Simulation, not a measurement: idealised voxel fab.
This is a process module. Its name is voxel lift off.
Cross-sectional view cut (width: 250 nm; square cell size: 5 nm).
The cross-sections in this document take the form of a grid made of square cells. They are written out as bands, in order from top to bottom. Each band consists of one or more rows of cells. Band: top height; bottom height; in nm. Then, left to right: material with width in nm, for each material. "all across": a single material spanning edge to edge. "air": empty space. Height is counted from the level 0, under which the received wafer is composed throughout of one material. The lowest of the bands is not closed at the bottom but continues downward, in the notation "0 down". Graded width ("30 to 40"): value in top row of band = first number; value in bottom row = second number; row-to-row change constant. Given "no change" for a step, no cell of the cross-section differs between before and after that step. Voids not open to the top, 8 cells minimum: see "Closed cavity list". Written width x height at distance; distance is from the left edge; nm. Read whatever lies past the settings on a step's line as the simulator's own remark about the step. "overlay nm" on a masked step: distance the mask lay right of its planned place, negative for left.

### The process steps that were planned are listed below
1. op RECEIVE | material Si
2. op CONFORMAL_DEP | material SiO2 | thk nm 10
3. op PATTERN | tone open | mask id LINES | material resist | width nm 15 | pitch nm 40 | thk nm 25 | overlay nm 0
4. op DIRECTIONAL_DEP | material Ru | thk nm 15
5. op STRIP | etch materials resist
6. op CONFORMAL_DEP | material SiO2 | thk nm 5

### Cross-sectional view of the wafer in its as-received condition, corresponding to the state after step 1
  0 down: Si all across
  Closed cavity list: none

### End-of-module cross-section. Starting structure and process plan as above; one mistake made in running it
  30 to 25: SiO2 (60) / air (5) / SiO2 (35) / air (5) / SiO2 (35) / air (5) / SiO2 (35) / air (5) / SiO2 (65)
  25 to 15: Ru (55) / SiO2 (5) / air (5) / SiO2 (5) / Ru (25) / SiO2 (5) / air (5) / SiO2 (5) / Ru (25) / SiO2 (5) / air (5) / SiO2 (5) / Ru (25) / SiO2 (5) / air (5) / SiO2 (5) / Ru (60)
  15 to 10: Ru (55) / SiO2 (15) / Ru (25) / SiO2 (15) / Ru (25) / SiO2 (15) / Ru (25) / SiO2 (15) / Ru (60)
  10 to 0: SiO2 all across
  0 down: Si all across
  Closed cavity list: none
Diagnosis: step 3 changed vs plan, executed as op PATTERN | tone cover | mask id LINES | material resist | width nm 15 | pitch nm 40 | thk nm 25 | overlay nm 0
